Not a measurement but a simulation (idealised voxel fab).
voxel self aligned vias: a process module
FYI the section here is cut, 260 nm wide, cells are 5 nm squares.
Notation: cross-section as square-cell grid; stated in bands, top first, going down; one or more cell rows per band.
Band: top height; bottom height; in nm. Then, left to right: material with width in nm, for each material. "all across": a single material spanning edge to edge. "empty": empty space.
Heads up on the height convention: 0 is the point under which the incoming wafer is all one material, and the lowest band has no bottom, it just keeps going down, like "0..down".
Think of "30..40" as a width that walks from the first number to the second as you go down the band, top row to bottom row, taking equal-sized steps from row to row.
Step note "remained the same" = no cross-section cell changed.
Empty spaces without an open route to the top, at least 8 cells in extent, make up the entry "Closed void list"; each is given as width x height at distance, where the distance is measured from the left edge, and all are in nm.
On a step's line, text after the settings is the simulator commenting on that step.
"overlay nm" denotes, for a step that has a mask, the displacement of the mask to the right of its planned place, with negative values corresponding to the left.

## The following list gives the planned process steps
1: RECEIVE,material Si
2: CONFORMAL_DEP,material SiO2,thk nm 10
3: CONFORMAL_DEP,material SiCN,thk nm 5
4: DIRECTIONAL_DEP,material SiO2,thk nm 30
5: MASKED_ETCH,tone open,mask id LINES,width nm 20,pitch nm 55,etch materials SiO2,depth nm 30,overlay nm 0
6: CONFORMAL_DEP,material TiN,thk nm 5
7: FILL_DEP,material Ru,thk nm 5
8: CMP,height nm 45
9: SELECTIVE_ETCH,etch materials W Ru TiN,depth nm 5
10: FILL_DEP,material SiN,thk nm 5
11: CMP,height nm 45
12: DIRECTIONAL_DEP,material SiO2,thk nm 15
13: MASKED_ETCH,tone open,mask id VIAS,width nm 30,pitch nm 55,etch materials SiO2,depth nm 15,overlay nm 0
14: MASKED_ETCH,tone open,mask id VIAS,width nm 30,pitch nm 55,etch materials SiN,depth nm 5,overlay nm 0
15: CONFORMAL_DEP,material TiN,thk nm 5
16: FILL_DEP,material Cu,thk nm 10
17: CMP,height nm 60
18: CONFORMAL_DEP,material SiN,thk nm 5

## The cross-section here shows the wafer as received, i.e. in its state after step 1
0..down = Si all across
Closed void list: none

## First wafer of two, sectioned at end of module; run went per plan
65..60 = SiN all across
60..50 = 60 of SiO2  5 of TiN  20 of Cu  5 of TiN  25 of SiO2  5 of TiN  20 of Cu  5 of TiN  25 of SiO2  5 of TiN  20 of Cu  5 of TiN  60 of SiO2
50..45 = 60 of SiO2  10 of TiN  10 of Cu  10 of TiN  25 of SiO2  10 of TiN  10 of Cu  10 of TiN  25 of SiO2  10 of TiN  10 of Cu  10 of TiN  60 of SiO2
45..40 = 65 of SiO2  20 of TiN  35 of SiO2  20 of TiN  35 of SiO2  20 of TiN  65 of SiO2
40..20 = 65 of SiO2  5 of TiN  10 of Ru  5 of TiN  35 of SiO2  5 of TiN  10 of Ru  5 of TiN  35 of SiO2  5 of TiN  10 of Ru  5 of TiN  65 of SiO2
20..15 = 65 of SiO2  20 of TiN  35 of SiO2  20 of TiN  35 of SiO2  20 of TiN  65 of SiO2
15..10 = SiCN all across
10..0 = SiO2 all across
0..down = Si all across
Closed void list: none

## Wafer two, sectioned after the module: the first wafer's start, the first wafer's plan, and one mistake in how it was run
65..60 = SiN all across
60..50 = 55 of SiO2  5 of TiN  30 of Cu  5 of TiN  15 of SiO2  5 of TiN  30 of Cu  5 of TiN  15 of SiO2  5 of TiN  30 of Cu  5 of TiN  55 of SiO2
50..45 = 55 of SiO2  15 of TiN  10 of Cu  15 of TiN  15 of SiO2  15 of TiN  10 of Cu  15 of TiN  15 of SiO2  15 of TiN  10 of Cu  15 of TiN  55 of SiO2
45..40 = 65 of SiO2  20 of TiN  35 of SiO2  20 of TiN  35 of SiO2  20 of TiN  65 of SiO2
40..20 = 65 of SiO2  5 of TiN  10 of Ru  5 of TiN  35 of SiO2  5 of TiN  10 of Ru  5 of TiN  35 of SiO2  5 of TiN  10 of Ru  5 of TiN  65 of SiO2
20..15 = 65 of SiO2  20 of TiN  35 of SiO2  20 of TiN  35 of SiO2  20 of TiN  65 of SiO2
15..10 = SiCN all across
10..0 = SiO2 all across
0..down = Si all across
Closed void list: none
Finding, execution versus plan: step 13 deviated from plan and actually ran as MASKED_ETCH,tone open,mask id VIAS,width nm 40,pitch nm 55,etch materials SiO2,depth nm 15,overlay nm 0
Final comparison by cell count, materials where the second wafer has more or fewer than the first: Cu: 12 more; SiO2: 18 fewer; TiN: 6 more
